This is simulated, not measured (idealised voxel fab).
Module name: voxel wiring stack (process module)
Cross-sectional view cut (width: 205 nm; square cell size: 5 nm).
This document writes a cross-section as a grid whose cells are square, and gives it as bands, listed from the top down; one or more rows of cells form a band. Within each band entry, the heights of the top and of the bottom of the band appear first, in that order and in nm; the materials of the band then follow from left to right, each with its corresponding width in nm. The designation "throughout" on a single material indicates that it fills the band from edge to edge; the designation "empty" indicates empty space. Heights from 0 (as-received wafer is one material below). Bottom band endless downward, as "from 0 down". When a width is written as two numbers, as in "30->40", the first number is the width in the top row of cells of the band and the second is the width in its bottom row, and the width changes by the same amount from each row to the next. When a step is marked "nothing got changed", none of the cells in the cross-section changed during that step. The list in "Listed closed voids" covers empty spaces of 8 cells or more that cannot reach the top through any open way, and it gives each as width x height at distance; the distance is from the left edge, and width, height and distance are in nm. That trailing text on a step's line, after the settings, is the simulator's own remark on the step. Steps that use a mask can have "overlay nm" on their line. It says how far the mask sat to the right of where it was meant to be. Negative means to the left.

# List of planned process steps
1: RECEIVE (material Si)
2: CONFORMAL_DEP (material SiO2; thk nm 15)
3: DIRECTIONAL_DEP (material TiN; thk nm 5)
4: DIRECTIONAL_DEP (material W; thk nm 15)
5: MASKED_ETCH (tone cover; mask id METAL_1; width nm 25; pitch nm 55; etch materials W; depth nm 15; overlay nm 0)
6: MASKED_ETCH (tone cover; mask id METAL_1; width nm 25; pitch nm 55; etch materials TiN; depth nm 5; overlay nm 0)
7: CONFORMAL_DEP (material SiCN; thk nm 5)
8: FILL_DEP (material SiO2; thk nm 10)
9: CMP (height nm 35)
10: CONFORMAL_DEP (material SiCN; thk nm 5)
11: DIRECTIONAL_DEP (material SiO2; thk nm 20)
12: PATTERN (tone open; mask id PLUG_1; material resist; width nm 15; pitch nm 55; thk nm 15; overlay nm 0)
13: DIRECTIONAL_ETCH (etch materials SiO2; depth nm 20)
14: DIRECTIONAL_ETCH (etch materials SiCN; depth nm 5)
15: STRIP (etch materials resist)
16: CONFORMAL_DEP (material TiN; thk nm 5)
17: FILL_DEP (material Cu; thk nm 5)
18: CMP (height nm 60)
19: CONFORMAL_DEP (material SiCN; thk nm 5)
20: DIRECTIONAL_DEP (material lowk; thk nm 15)
21: DIRECTIONAL_DEP (material aC; thk nm 10)
22: PATTERN (tone open; mask id METAL_2; material resist; width nm 25; pitch nm 55; thk nm 25; overlay nm 0)
23: DIRECTIONAL_ETCH (etch materials aC; depth nm 10)
24: STRIP (etch materials resist)
25: DIRECTIONAL_ETCH (etch materials lowk; depth nm 15)
26: DIRECTIONAL_ETCH (etch materials SiCN; depth nm 5)
27: STRIP (etch materials aC)
28: CONFORMAL_DEP (material TiN; thk nm 5)
29: FILL_DEP (material Cu; thk nm 10)
30: CMP (height nm 80)
31: CONFORMAL_DEP (material SiCN; thk nm 5)
32: DIRECTIONAL_DEP (material SiO2; thk nm 15)
33: PATTERN (tone open; mask id PLUG_2; material resist; width nm 15; pitch nm 55; thk nm 20; overlay nm 0)
34: DIRECTIONAL_ETCH (etch materials SiO2; depth nm 15)
35: DIRECTIONAL_ETCH (etch materials SiCN; depth nm 5)
36: STRIP (etch materials resist)
37: EPI (material Ru; thk nm 10)
38: EPI (material Ru; thk nm 10)
39: CONFORMAL_DEP (material SiCN; thk nm 5)
40: DIRECTIONAL_DEP (material SiO2; thk nm 20)
41: DIRECTIONAL_DEP (material aC; thk nm 10)
42: PATTERN (tone open; mask id METAL_3; material resist; width nm 15; pitch nm 55; thk nm 25; overlay nm 0)
43: DIRECTIONAL_ETCH (etch materials aC; depth nm 10)
44: STRIP (etch materials resist)
45: DIRECTIONAL_ETCH (etch materials SiO2; depth nm 20)
46: DIRECTIONAL_ETCH (etch materials SiCN; depth nm 5)
47: STRIP (etch materials aC)
48: CONFORMAL_DEP (material TiN; thk nm 5)
49: FILL_DEP (material Ru; thk nm 10)
50: CMP (height nm 125)
51: CONFORMAL_DEP (material SiN; thk nm 5)
The value of width nm given for step 42 in the plan refers to the first wafer; the wafers vary in this setting and are alike at the start.

# The first of several wafers as received, shown in cross-section; this is its state after step 1
> from 0 down: Si throughout
> Listed closed voids: none

# Gained (+) or lost (-) cells of each material since receipt, then closed voids: one row per wafer, at the end of the module
width nm 15; +26 Cu; +32 Ru; +179 SiCN; +41 SiN; +589 SiO2; +76 TiN; +30 W; +93 lowk; Listed closed voids: none
width nm 20; +26 Cu; +40 Ru; +177 SiCN; +41 SiN; +581 SiO2; +78 TiN; +30 W; +93 lowk; Listed closed voids: none
width nm 25; +26 Cu; +48 Ru; +175 SiCN; +41 SiN; +573 SiO2; +80 TiN; +30 W; +93 lowk; Listed closed voids: none
width nm 30; +26 Cu; +56 Ru; +173 SiCN; +41 SiN; +565 SiO2; +82 TiN; +30 W; +93 lowk; Listed closed voids: none
width nm 35; +26 Cu; +64 Ru; +171 SiCN; +41 SiN; +557 SiO2; +84 TiN; +30 W; +93 lowk; Listed closed voids: none
width nm 40; +26 Cu; +72 Ru; +169 SiCN; +41 SiN; +549 SiO2; +86 TiN; +30 W; +93 lowk; Listed closed voids: none
